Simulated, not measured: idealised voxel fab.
process module | voxel capacitor over wiring
cross-section cut | 180 nm wide | cells 5 nm
A cross-section is a grid of square cells, given in bands from the top down. A band is one or more rows of cells.
Each band's line starts with the height of the band's top and of its bottom, in nm. Then come its materials from left to right, each with its width in nm. One material with "throughout" fills the band from edge to edge. "air" is empty space.
Height 0 is the level under which the wafer as received is all one material. The lowest band goes on downwards, as in "0 down".
A width such as "30 to 40" changes by the same amount from each row of cells to the next, from the band's top row to its bottom row.
"no change" after a step means that no cell of the cross-section changed.
closed voids: empty space of 8 cells or more with no open way to the top, each as width x height at its distance from the left edge, in nm
after a step's settings: what the simulator itself notes on the step
overlay nm, on a step with a mask: how far to the right of its planned place the mask lay; to the left if negative
plan
1 op RECEIVE | material Si
2 op CONFORMAL_DEP | material SiO2 | thk nm 10
3 op DIRECTIONAL_DEP | material TiN | thk nm 5
4 op DIRECTIONAL_DEP | material Ru | thk nm 15
5 op PATTERN | tone cover | mask id METAL_1 | material resist | width nm 25 | pitch nm 85 | thk nm 20 | overlay nm 0
6 op DIRECTIONAL_ETCH | etch materials Ru | depth nm 15
7 op DIRECTIONAL_ETCH | etch materials TiN | depth nm 5
8 op STRIP | etch materials resist
9 op CONFORMAL_DEP | material SiCN | thk nm 5
10 op FILL_DEP | material SiO2 | thk nm 10
11 op CMP | height nm 30
12 op CONFORMAL_DEP | material SiCN | thk nm 5
13 op DIRECTIONAL_DEP | material SiO2 | thk nm 15
14 op DIRECTIONAL_DEP | material aC | thk nm 10
15 op PATTERN | tone open | mask id PLUG_1 | material resist | width nm 15 | thk nm 25 | overlay nm 0
16 op DIRECTIONAL_ETCH | etch materials aC | depth nm 10
17 op STRIP | etch materials resist
18 op DIRECTIONAL_ETCH | etch materials SiO2 | depth nm 15
19 op DIRECTIONAL_ETCH | etch materials SiCN | depth nm 5
20 op STRIP | etch materials aC
21 op EPI | material Ru | thk nm 10
22 op EPI | material Ru | thk nm 10
23 op DIRECTIONAL_DEP | material TiN | thk nm 10
24 op DIRECTIONAL_DEP | material SiN | thk nm 5
25 op DIRECTIONAL_DEP | material TiN | thk nm 5
26 op DIRECTIONAL_DEP | material aC | thk nm 15
27 op PATTERN | tone cover | mask id UPPER_PLATE | material resist | width nm 65 | thk nm 35 | overlay nm 0
28 op DIRECTIONAL_ETCH | etch materials aC | depth nm 15
29 op STRIP | etch materials resist
30 op DIRECTIONAL_ETCH | etch materials TiN | depth nm 5
31 op DIRECTIONAL_ETCH | etch materials SiN | depth nm 5
32 op STRIP | etch materials aC
33 op PATTERN | tone cover | mask id LOWER_PLATE | material resist | width nm 75 | thk nm 15 | overlay nm 0
34 op DIRECTIONAL_ETCH | etch materials TiN | depth nm 10
35 op STRIP | etch materials resist
36 op FILL_DEP | material SiO2 | thk nm 15
37 op CMP | height nm 80
38 op MASKED_ETCH | tone open | mask id PLUG_2 | width nm 15 | etch materials SiO2 | depth nm 10 | overlay nm 0
39 op CONFORMAL_DEP | material TiN | thk nm 5
40 op FILL_DEP | material Cu | thk nm 10
41 op CMP | height nm 80
42 op CONFORMAL_DEP | material SiN | thk nm 5
as received, after step 1
  0 down: Si throughout
  closed voids: none
first wafer at the end, as planned
  85 to 80: SiN throughout
  80 to 75: SiO2 55 | TiN 5 | Cu 5 | TiN 5 | SiO2 110
  75 to 65: SiO2 55 to 45 | TiN 15 to 65 | SiO2 110 to 70
  65 to 60: SiO2 45 | SiN 65 | SiO2 70
  60 to 50: SiO2 40 | TiN 75 | SiO2 65
  50 to 35: SiO2 45 | Ru 15 | SiO2 120
  35 to 30: SiCN 45 | Ru 15 | SiCN 120
  30 to 15: SiO2 30 | SiCN 5 | Ru 25 | SiCN 5 | SiO2 50 | SiCN 5 | Ru 25 | SiCN 5 | SiO2 30
  15 to 10: SiCN 35 | TiN 25 | SiCN 60 | TiN 25 | SiCN 35
  10 to 0: SiO2 throughout
  0 down: Si throughout
  closed voids: none
second wafer at the end: like start, like plan, one mistake
  85 to 80: SiN throughout
  80 to 75: SiO2 55 | TiN 5 | Cu 5 | TiN 5 | SiO2 110
  75 to 65: SiO2 55 to 45 | TiN 15 to 65 | SiO2 110 to 70
  65 to 55: SiO2 40 | TiN 75 | SiO2 65
  55 to 50: SiN throughout
  50 to 35: SiO2 45 | Ru 15 | SiO2 120
  35 to 30: SiCN 45 | Ru 15 | SiCN 120
  30 to 15: SiO2 30 | SiCN 5 | Ru 25 | SiCN 5 | SiO2 50 | SiCN 5 | Ru 25 | SiCN 5 | SiO2 30
  15 to 10: SiCN 35 | TiN 25 | SiCN 60 | TiN 25 | SiCN 35
  10 to 0: SiO2 throughout
  0 down: Si throughout
  closed voids: none
what went wrong: steps 23 and 24 were swapped
at the end the second wafer has, in cells: 23 more of SiN | 23 fewer of SiO2
